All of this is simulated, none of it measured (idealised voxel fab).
process module | voxel wiring stack
cross-section cut | 215 nm wide | cells 5 nm
A cross-section is a grid of square cells, given in bands from the top down. A band is one or more rows of cells.
Each band's line starts with the height of the band's top and of its bottom, in nm. Then come its materials from left to right, each with its width in nm. One material with "throughout" fills the band from edge to edge. "air" is empty space.
Height 0 is the level under which the wafer as received is all one material. The lowest band goes on downwards, as in "0 down".
A width such as "30 to 40" changes by the same amount from each row of cells to the next, from the band's top row to its bottom row.
"no change" after a step means that no cell of the cross-section changed.
closed voids: empty space of 8 cells or more with no open way to the top, each as width x height at its distance from the left edge, in nm
after a step's settings: what the simulator itself notes on the step
overlay nm, on a step with a mask: how far to the right of its planned place the mask lay; to the left if negative
plan
1 op RECEIVE | material Si
2 op CONFORMAL_DEP | material SiO2 | thk nm 15
3 op DIRECTIONAL_DEP | material TiN | thk nm 5
4 op DIRECTIONAL_DEP | material Ru | thk nm 20
5 op MASKED_ETCH | tone cover | mask id METAL_1 | width nm 25 | pitch nm 55 | etch materials Ru | depth nm 20 | overlay nm 0
6 op MASKED_ETCH | tone cover | mask id METAL_1 | width nm 25 | pitch nm 55 | etch materials TiN | depth nm 5 | overlay nm 0
7 op CONFORMAL_DEP | material SiN | thk nm 5
8 op FILL_DEP | material lowk | thk nm 5
9 op CMP | height nm 40
10 op CONFORMAL_DEP | material SiCN | thk nm 5
11 op DIRECTIONAL_DEP | material SiO2 | thk nm 30
12 op PATTERN | tone open | mask id METAL_2 | material resist | width nm 25 | pitch nm 55 | thk nm 15 | overlay nm 0
13 op DIRECTIONAL_ETCH | etch materials SiO2 | depth nm 20
14 op STRIP | etch materials resist
15 op DIRECTIONAL_DEP | material aC | thk nm 15
16 op PATTERN | tone open | mask id METAL_2_HOLES | material resist | width nm 15 | pitch nm 55 | thk nm 30 | overlay nm 0
17 op DIRECTIONAL_ETCH | etch materials aC | depth nm 15
18 op STRIP | etch materials resist
19 op DIRECTIONAL_ETCH | etch materials SiO2 | depth nm 10
20 op DIRECTIONAL_ETCH | etch materials SiCN | depth nm 5
21 op STRIP | etch materials aC
22 op CONFORMAL_DEP | material TiN | thk nm 5
23 op FILL_DEP | material Cu | thk nm 10
24 op CMP | height nm 75
25 op CONFORMAL_DEP | material SiCN | thk nm 5
as received, after step 1
  0 down: Si throughout
  closed voids: none
first wafer at the end, as planned
  80 to 75: SiCN throughout
  75 to 60: SiO2 40 | TiN 5 | Cu 15 | TiN 5 | SiO2 30 | TiN 5 | Cu 15 | TiN 5 | SiO2 30 | TiN 5 | Cu 15 | TiN 5 | SiO2 40
  60 to 55: SiO2 40 | TiN 5 | Cu 5 | TiN 15 | SiO2 30 | TiN 5 | Cu 5 | TiN 15 | SiO2 30 | TiN 5 | Cu 5 | TiN 15 | SiO2 40
  55 to 45: SiO2 40 | TiN 5 | Cu 5 | TiN 5 | SiO2 40 | TiN 5 | Cu 5 | TiN 5 | SiO2 40 | TiN 5 | Cu 5 | TiN 5 | SiO2 50
  45 to 40: SiCN 40 | TiN 15 | SiCN 40 | TiN 15 | SiCN 40 | TiN 15 | SiCN 50
  40 to 20: lowk 35 | SiN 5 | Ru 25 | SiN 5 | lowk 20 | SiN 5 | Ru 25 | SiN 5 | lowk 20 | SiN 5 | Ru 25 | SiN 5 | lowk 35
  20 to 15: SiN 40 | TiN 25 | SiN 30 | TiN 25 | SiN 30 | TiN 25 | SiN 40
  15 to 0: SiO2 throughout
  0 down: Si throughout
  closed voids: none
second wafer at the end: like start, like plan, one mistake
  80 to 75: SiCN throughout
  75 to 65: SiO2 40 | TiN 5 to 10 | Cu 20 to 15 | TiN 5 | SiO2 25 | TiN 5 to 10 | Cu 20 to 15 | TiN 5 | SiO2 25 | TiN 5 to 10 | Cu 20 to 15 | TiN 5 | SiO2 35
  65 to 60: SiO2 45 | TiN 5 | Cu 15 | TiN 5 | SiO2 30 | TiN 5 | Cu 15 | TiN 5 | SiO2 30 | TiN 5 | Cu 15 | TiN 5 | SiO2 35
  60 to 55: SiO2 45 | TiN 25 | SiO2 30 | TiN 25 | SiO2 30 | TiN 25 | SiO2 35
  55 to 45: SiO2 45 | TiN 10 | SiO2 45 | TiN 10 | SiO2 45 | TiN 10 | SiO2 50
  45 to 40: SiCN 45 | TiN 10 | SiCN 45 | TiN 10 | SiCN 45 | TiN 10 | SiCN 50
  40 to 20: lowk 35 | SiN 5 | Ru 25 | SiN 5 | lowk 20 | SiN 5 | Ru 25 | SiN 5 | lowk 20 | SiN 5 | Ru 25 | SiN 5 | lowk 35
  20 to 15: SiN 40 | TiN 25 | SiN 30 | TiN 25 | SiN 30 | TiN 25 | SiN 40
  15 to 0: SiO2 throughout
  0 down: Si throughout
  closed voids: none
what went wrong: step 12 ran as: op PATTERN | tone open | mask id METAL_2 | material resist | width nm 25 | pitch nm 55 | thk nm 15 | overlay nm 5
at the end the second wafer has, in cells: 6 fewer of Cu | 3 more of SiCN | 3 more of TiN
